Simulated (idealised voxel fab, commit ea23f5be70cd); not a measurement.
voxel wiring stack: a process module
Section cut is 195 nm wide and gridded with 5 nm square cells.
If you're reading a cross-section in this doc, picture square cells in a grid; it comes to you as bands, top ones listed first down to the bottom, and a band can be one or more rows of cells.
A band entry consists of two parts. The first gives the height of the band's top and the height of its bottom, in nm. The rest lists the band's materials from left to right, each with its width in nm. A single material labelled with the word "full width" fills the band from edge to edge, and the word "blank" marks empty space.
A quick word on heights: they are counted from 0, and under that level the wafer as it came to us is one material throughout. The lowest band is different from the rest in having no bottom; it simply continues downward, written as in "0 -> down".
A width such as "30 to 40" changes by the same amount from each row of cells to the next, from the band's top row to its bottom row.
For the purposes of this document, the phrase "no change occurred" attached to a step denotes that no cell within the cross-section was modified by that step.
"Closed void inventory" contains a list of empty spaces, each no smaller than 8 cells and without an open way to the top, written in the form width x height at distance with the distance from the left edge and all three in nm.
Heads up: the bit after the settings on a step's line is the simulator's remark on that step.
A step line may carry the setting "overlay nm", which, for steps involving a mask, states the distance by which the mask lay to the right of its intended position; negative values denote displacement to the left.
## Process steps foreseen in the plan
1: RECEIVE [material Si]
2: CONFORMAL_DEP [material SiO2] [thk nm 15]
3: CONFORMAL_DEP [material SiN] [thk nm 5]
4: DIRECTIONAL_DEP [material lowk] [thk nm 25]
5: PATTERN [tone open] [mask id METAL_1] [material resist] [width nm 25] [pitch nm 45] [thk nm 20] [overlay nm 0]
6: DIRECTIONAL_ETCH [etch materials lowk] [depth nm 25]
7: DIRECTIONAL_ETCH [etch materials SiN] [depth nm 5]
8: STRIP [etch materials resist]
9: CONFORMAL_DEP [material TiN] [thk nm 5]
10: FILL_DEP [material Cu] [thk nm 5]
11: CMP [height nm 45]
12: CONFORMAL_DEP [material SiCN] [thk nm 5]
13: DIRECTIONAL_DEP [material SiO2] [thk nm 10]
14: MASKED_ETCH [tone open] [mask id PLUG_1] [width nm 15] [pitch nm 90] [etch materials SiO2] [depth nm 10] [overlay nm 0]
15: MASKED_ETCH [tone open] [mask id PLUG_1] [width nm 15] [pitch nm 90] [etch materials SiCN] [depth nm 5] [overlay nm 0]
16: EPI [material Ru] [thk nm 10]
17: EPI [material Ru] [thk nm 5]
18: CONFORMAL_DEP [material SiN] [thk nm 5]
19: DIRECTIONAL_DEP [material lowk] [thk nm 15]
20: PATTERN [tone open] [mask id METAL_2] [material resist] [width nm 25] [pitch nm 45] [thk nm 15] [overlay nm 0]
21: DIRECTIONAL_ETCH [etch materials lowk] [depth nm 15]
22: DIRECTIONAL_ETCH [etch materials SiN] [depth nm 5]
23: STRIP [etch materials resist]
24: CONFORMAL_DEP [material TiN] [thk nm 5]
25: FILL_DEP [material Cu] [thk nm 5]
26: CMP [height nm 80]
27: CONFORMAL_DEP [material SiCN] [thk nm 5]
## First wafer out of two, processed as planned
## Cross-section, incoming material, after step 1
  0 -> down = Si full width
  Closed void inventory: none
## Once step 2 is through, the wafer looks like this in cross-section
  15 -> 0 = SiO2 full width
  Note: structure below 0 unchanged.
## Once step 3 is through, the wafer looks like this in cross-section
  20 -> 15 = SiN full width
  Note: structure below 15 unchanged.
## Once step 4 is through, the wafer looks like this in cross-section
  45 -> 20 = lowk full width
  Note: structure below 20 unchanged.
## Once step 5 is through, the wafer looks like this in cross-section
  65 -> 45 = resist (15), blank (25), resist (20), blank (25), resist (20), blank (25), resist (20), blank (25), resist (20)
  Note: structure below 45 unchanged.
## Once step 6 is through, the wafer looks like this in cross-section
  65 -> 45 = resist (15), blank (25), resist (20), blank (25), resist (20), blank (25), resist (20), blank (25), resist (20)
  45 -> 20 = lowk (15), blank (25), lowk (20), blank (25), lowk (20), blank (25), lowk (20), blank (25), lowk (20)
  Note: structure below 20 unchanged.
## Once step 7 is through, the wafer looks like this in cross-section
  65 -> 45 = resist (15), blank (25), resist (20), blank (25), resist (20), blank (25), resist (20), blank (25), resist (20)
  45 -> 20 = lowk (15), blank (25), lowk (20), blank (25), lowk (20), blank (25), lowk (20), blank (25), lowk (20)
  20 -> 15 = SiN (15), blank (25), SiN (20), blank (25), SiN (20), blank (25), SiN (20), blank (25), SiN (20)
  Note: structure below 15 unchanged.
## Once step 8 is through, the wafer looks like this in cross-section
  45 -> 20 = lowk (15), blank (25), lowk (20), blank (25), lowk (20), blank (25), lowk (20), blank (25), lowk (20)
  Note: structure below 20 unchanged.
## Once step 9 is through, the wafer looks like this in cross-section
  50 -> 45 = TiN (20), blank (15), TiN (30), blank (15), TiN (30), blank (15), TiN (30), blank (15), TiN (25)
  45 -> 20 = lowk (15), TiN (5), blank (15), TiN (5), lowk (20), TiN (5), blank (15), TiN (5), lowk (20), TiN (5), blank (15), TiN (5), lowk (20), TiN (5), blank (15), TiN (5), lowk (20)
  20 -> 15 = SiN (15), TiN (25), SiN (20), TiN (25), SiN (20), TiN (25), SiN (20), TiN (25), SiN (20)
  Note: structure below 15 unchanged.
## Once step 10 is through, the wafer looks like this in cross-section
  55 -> 50 = Cu full width
  50 -> 45 = TiN (20), Cu (15), TiN (30), Cu (15), TiN (30), Cu (15), TiN (30), Cu (15), TiN (25)
  45 -> 20 = lowk (15), TiN (5), Cu (15), TiN (5), lowk (20), TiN (5), Cu (15), TiN (5), lowk (20), TiN (5), Cu (15), TiN (5), lowk (20), TiN (5), Cu (15), TiN (5), lowk (20)
  Note: structure below 20 unchanged.
## Once step 11 is through, the wafer looks like this in cross-section
  45 -> 20 = lowk (15), TiN (5), Cu (15), TiN (5), lowk (20), TiN (5), Cu (15), TiN (5), lowk (20), TiN (5), Cu (15), TiN (5), lowk (20), TiN (5), Cu (15), TiN (5), lowk (20)
  Note: structure below 20 unchanged.
## Once step 12 is through, the wafer looks like this in cross-section
  50 -> 45 = SiCN full width
  Note: structure below 45 unchanged.
## Once step 13 is through, the wafer looks like this in cross-section
  60 -> 50 = SiO2 full width
  Note: structure below 50 unchanged.
## Once step 14 is through, the wafer looks like this in cross-section
  60 -> 50 = SiO2 (15), blank (15), SiO2 (75), blank (15), SiO2 (75)
  Note: structure below 50 unchanged.
## Once step 15 is through, the wafer looks like this in cross-section
  60 -> 50 = SiO2 (15), blank (15), SiO2 (75), blank (15), SiO2 (75)
  50 -> 45 = SiCN (15), blank (15), SiCN (75), blank (15), SiCN (75)
  Note: structure below 45 unchanged.
## Once step 16 is through, the wafer looks like this in cross-section
  60 -> 55 = SiO2 (15), blank (15), SiO2 (75), blank (15), SiO2 (75)
  55 -> 50 = SiO2 (15), Ru (15), SiO2 (75), Ru (15), SiO2 (75)
  50 -> 45 = SiCN (15), Ru (15), SiCN (75), Ru (15), SiCN (75)
  Note: structure below 45 unchanged.
## Once step 17 is through, the wafer looks like this in cross-section
  60 -> 50 = SiO2 (15), Ru (15), SiO2 (75), Ru (15), SiO2 (75)
  Note: structure below 50 unchanged.
## Once step 18 is through, the wafer looks like this in cross-section
  65 -> 60 = SiN full width
  Note: structure below 60 unchanged.
## Once step 19 is through, the wafer looks like this in cross-section
  80 -> 65 = lowk full width
  Note: structure below 65 unchanged.
## Once step 20 is through, the wafer looks like this in cross-section
  95 -> 80 = resist (15), blank (25), resist (20), blank (25), resist (20), blank (25), resist (20), blank (25), resist (20)
  Note: structure below 80 unchanged.
## Once step 21 is through, the wafer looks like this in cross-section
  95 -> 80 = resist (15), blank (25), resist (20), blank (25), resist (20), blank (25), resist (20), blank (25), resist (20)
  80 -> 65 = lowk (15), blank (25), lowk (20), blank (25), lowk (20), blank (25), lowk (20), blank (25), lowk (20)
  Note: structure below 65 unchanged.
## Once step 22 is through, the wafer looks like this in cross-section
  95 -> 80 = resist (15), blank (25), resist (20), blank (25), resist (20), blank (25), resist (20), blank (25), resist (20)
  80 -> 65 = lowk (15), blank (25), lowk (20), blank (25), lowk (20), blank (25), lowk (20), blank (25), lowk (20)
  65 -> 60 = SiN (15), blank (25), SiN (20), blank (25), SiN (20), blank (25), SiN (20), blank (25), SiN (20)
  Note: structure below 60 unchanged.
## Once step 23 is through, the wafer looks like this in cross-section
  80 -> 65 = lowk (15), blank (25), lowk (20), blank (25), lowk (20), blank (25), lowk (20), blank (25), lowk (20)
  Note: structure below 65 unchanged.
## Once step 24 is through, the wafer looks like this in cross-section
  85 -> 80 = TiN (20), blank (15), TiN (30), blank (15), TiN (30), blank (15), TiN (30), blank (15), TiN (25)
  80 -> 65 = lowk (15), TiN (5), blank (15), TiN (5), lowk (20), TiN (5), blank (15), TiN (5), lowk (20), TiN (5), blank (15), TiN (5), lowk (20), TiN (5), blank (15), TiN (5), lowk (20)
  65 -> 60 = SiN (15), TiN (25), SiN (20), TiN (25), SiN (20), TiN (25), SiN (20), TiN (25), SiN (20)
  Note: structure below 60 unchanged.
## Once step 25 is through, the wafer looks like this in cross-section
  90 -> 85 = Cu full width
  85 -> 80 = TiN (20), Cu (15), TiN (30), Cu (15), TiN (30), Cu (15), TiN (30), Cu (15), TiN (25)
  80 -> 65 = lowk (15), TiN (5), Cu (15), TiN (5), lowk (20), TiN (5), Cu (15), TiN (5), lowk (20), TiN (5), Cu (15), TiN (5), lowk (20), TiN (5), Cu (15), TiN (5), lowk (20)
  Note: structure below 65 unchanged.
## Once step 26 is through, the wafer looks like this in cross-section
  80 -> 65 = lowk (15), TiN (5), Cu (15), TiN (5), lowk (20), TiN (5), Cu (15), TiN (5), lowk (20), TiN (5), Cu (15), TiN (5), lowk (20), TiN (5), Cu (15), TiN (5), lowk (20)
  Note: structure below 65 unchanged.
## Once step 27 is through, the wafer looks like this in cross-section
  85 -> 80 = SiCN full width
  Note: structure below 80 unchanged.
## Second wafer: same start and same plan as the first, one execution error; identical to the first through step 4
## Cross-section of the second wafer when, according to plan, step 5 should have finished
  65 -> 45 = resist (20), blank (15), resist (30), blank (15), resist (30), blank (15), resist (30), blank (15), resist (25)
  Note: structure below 45 unchanged.
## Cross-section of the second wafer when, according to plan, step 6 should have finished
  65 -> 45 = resist (20), blank (15), resist (30), blank (15), resist (30), blank (15), resist (30), blank (15), resist (25)
  45 -> 20 = lowk (20), blank (15), lowk (30), blank (15), lowk (30), blank (15), lowk (30), blank (15), lowk (25)
  Note: structure below 20 unchanged.
## Cross-section of the second wafer when, according to plan, step 7 should have finished
  65 -> 45 = resist (20), blank (15), resist (30), blank (15), resist (30), blank (15), resist (30), blank (15), resist (25)
  45 -> 20 = lowk (20), blank (15), lowk (30), blank (15), lowk (30), blank (15), lowk (30), blank (15), lowk (25)
  20 -> 15 = SiN (20), blank (15), SiN (30), blank (15), SiN (30), blank (15), SiN (30), blank (15), SiN (25)
  Note: structure below 15 unchanged.
## Cross-section of the second wafer when, according to plan, step 8 should have finished
  45 -> 20 = lowk (20), blank (15), lowk (30), blank (15), lowk (30), blank (15), lowk (30), blank (15), lowk (25)
  Note: structure below 20 unchanged.
## Cross-section of the second wafer when, according to plan, step 9 should have finished
  50 -> 45 = TiN (25), blank (5), TiN (40), blank (5), TiN (40), blank (5), TiN (40), blank (5), TiN (30)
  45 -> 20 = lowk (20), TiN (5), blank (5), TiN (5), lowk (30), TiN (5), blank (5), TiN (5), lowk (30), TiN (5), blank (5), TiN (5), lowk (30), TiN (5), blank (5), TiN (5), lowk (25)
  20 -> 15 = SiN (20), TiN (15), SiN (30), TiN (15), SiN (30), TiN (15), SiN (30), TiN (15), SiN (25)
  Note: structure below 15 unchanged.
## Cross-section of the second wafer when, according to plan, step 10 should have finished
  55 -> 50 = Cu full width
  50 -> 45 = TiN (25), Cu (5), TiN (40), Cu (5), TiN (40), Cu (5), TiN (40), Cu (5), TiN (30)
  45 -> 20 = lowk (20), TiN (5), Cu (5), TiN (5), lowk (30), TiN (5), Cu (5), TiN (5), lowk (30), TiN (5), Cu (5), TiN (5), lowk (30), TiN (5), Cu (5), TiN (5), lowk (25)
  Note: structure below 20 unchanged.
## Cross-section of the second wafer when, according to plan, step 11 should have finished
  45 -> 20 = lowk (20), TiN (5), Cu (5), TiN (5), lowk (30), TiN (5), Cu (5), TiN (5), lowk (30), TiN (5), Cu (5), TiN (5), lowk (30), TiN (5), Cu (5), TiN (5), lowk (25)
  Note: structure below 20 unchanged.
## Cross-section of the second wafer when, according to plan, step 12 should have finished
  50 -> 45 = SiCN full width
  Note: structure below 45 unchanged.
## Cross-section of the second wafer when, according to plan, step 13 should have finished
  60 -> 50 = SiO2 full width
  Note: structure below 50 unchanged.
## Cross-section of the second wafer when, according to plan, step 14 should have finished
  60 -> 50 = SiO2 (15), blank (15), SiO2 (75), blank (15), SiO2 (75)
  Note: structure below 50 unchanged.
## Cross-section of the second wafer when, according to plan, step 15 should have finished
  60 -> 50 = SiO2 (15), blank (15), SiO2 (75), blank (15), SiO2 (75)
  50 -> 45 = SiCN (15), blank (15), SiCN (75), blank (15), SiCN (75)
  Note: structure below 45 unchanged.
## Cross-section of the second wafer when, according to plan, step 16 should have finished
  60 -> 55 = SiO2 (15), blank (15), SiO2 (75), blank (15), SiO2 (75)
  55 -> 50 = SiO2 (15), Ru (15), SiO2 (75), Ru (15), SiO2 (75)
  50 -> 45 = SiCN (15), Ru (15), SiCN (75), Ru (15), SiCN (75)
  Note: structure below 45 unchanged.
## Cross-section of the second wafer when, according to plan, step 17 should have finished
  60 -> 50 = SiO2 (15), Ru (15), SiO2 (75), Ru (15), SiO2 (75)
  Note: structure below 50 unchanged.
## Cross-section of the second wafer when, according to plan, step 18 should have finished
  65 -> 60 = SiN full width
  Note: structure below 60 unchanged.
## Cross-section of the second wafer when, according to plan, step 19 should have finished
  80 -> 65 = lowk full width
  Note: structure below 65 unchanged.
## Cross-section of the second wafer when, according to plan, step 20 should have finished
  95 -> 80 = resist (15), blank (25), resist (20), blank (25), resist (20), blank (25), resist (20), blank (25), resist (20)
  Note: structure below 80 unchanged.
## Cross-section of the second wafer when, according to plan, step 21 should have finished
  95 -> 80 = resist (15), blank (25), resist (20), blank (25), resist (20), blank (25), resist (20), blank (25), resist (20)
  80 -> 65 = lowk (15), blank (25), lowk (20), blank (25), lowk (20), blank (25), lowk (20), blank (25), lowk (20)
  Note: structure below 65 unchanged.
## Cross-section of the second wafer when, according to plan, step 22 should have finished
  95 -> 80 = resist (15), blank (25), resist (20), blank (25), resist (20), blank (25), resist (20), blank (25), resist (20)
  80 -> 65 = lowk (15), blank (25), lowk (20), blank (25), lowk (20), blank (25), lowk (20), blank (25), lowk (20)
  65 -> 60 = SiN (15), blank (25), SiN (20), blank (25), SiN (20), blank (25), SiN (20), blank (25), SiN (20)
  Note: structure below 60 unchanged.
## Cross-section of the second wafer when, according to plan, step 23 should have finished
  80 -> 65 = lowk (15), blank (25), lowk (20), blank (25), lowk (20), blank (25), lowk (20), blank (25), lowk (20)
  Note: structure below 65 unchanged.
## Cross-section of the second wafer when, according to plan, step 24 should have finished
  85 -> 80 = TiN (20), blank (15), TiN (30), blank (15), TiN (30), blank (15), TiN (30), blank (15), TiN (25)
  80 -> 65 = lowk (15), TiN (5), blank (15), TiN (5), lowk (20), TiN (5), blank (15), TiN (5), lowk (20), TiN (5), blank (15), TiN (5), lowk (20), TiN (5), blank (15), TiN (5), lowk (20)
  65 -> 60 = SiN (15), TiN (25), SiN (20), TiN (25), SiN (20), TiN (25), SiN (20), TiN (25), SiN (20)
  Note: structure below 60 unchanged.
## Cross-section of the second wafer when, according to plan, step 25 should have finished
  90 -> 85 = Cu full width
  85 -> 80 = TiN (20), Cu (15), TiN (30), Cu (15), TiN (30), Cu (15), TiN (30), Cu (15), TiN (25)
  80 -> 65 = lowk (15), TiN (5), Cu (15), TiN (5), lowk (20), TiN (5), Cu (15), TiN (5), lowk (20), TiN (5), Cu (15), TiN (5), lowk (20), TiN (5), Cu (15), TiN (5), lowk (20)
  Note: structure below 65 unchanged.
## Cross-section of the second wafer when, according to plan, step 26 should have finished
  80 -> 65 = lowk (15), TiN (5), Cu (15), TiN (5), lowk (20), TiN (5), Cu (15), TiN (5), lowk (20), TiN (5), Cu (15), TiN (5), lowk (20), TiN (5), Cu (15), TiN (5), lowk (20)
  Note: structure below 65 unchanged.
## Cross-section of the second wafer when, according to plan, step 27 should have finished
  85 -> 80 = SiCN full width
  Note: structure below 80 unchanged.
Run error: in deviation from the planned setting, step 5 was conducted as PATTERN [tone open] [mask id METAL_1] [material resist] [width nm 15] [pitch nm 45] [thk nm 20] [overlay nm 0]
Per the end-of-run cell counts, the second wafer holds more or fewer of some materials than the first: Cu: 40 fewer | SiN: 8 more | TiN: 8 fewer | lowk: 40 more
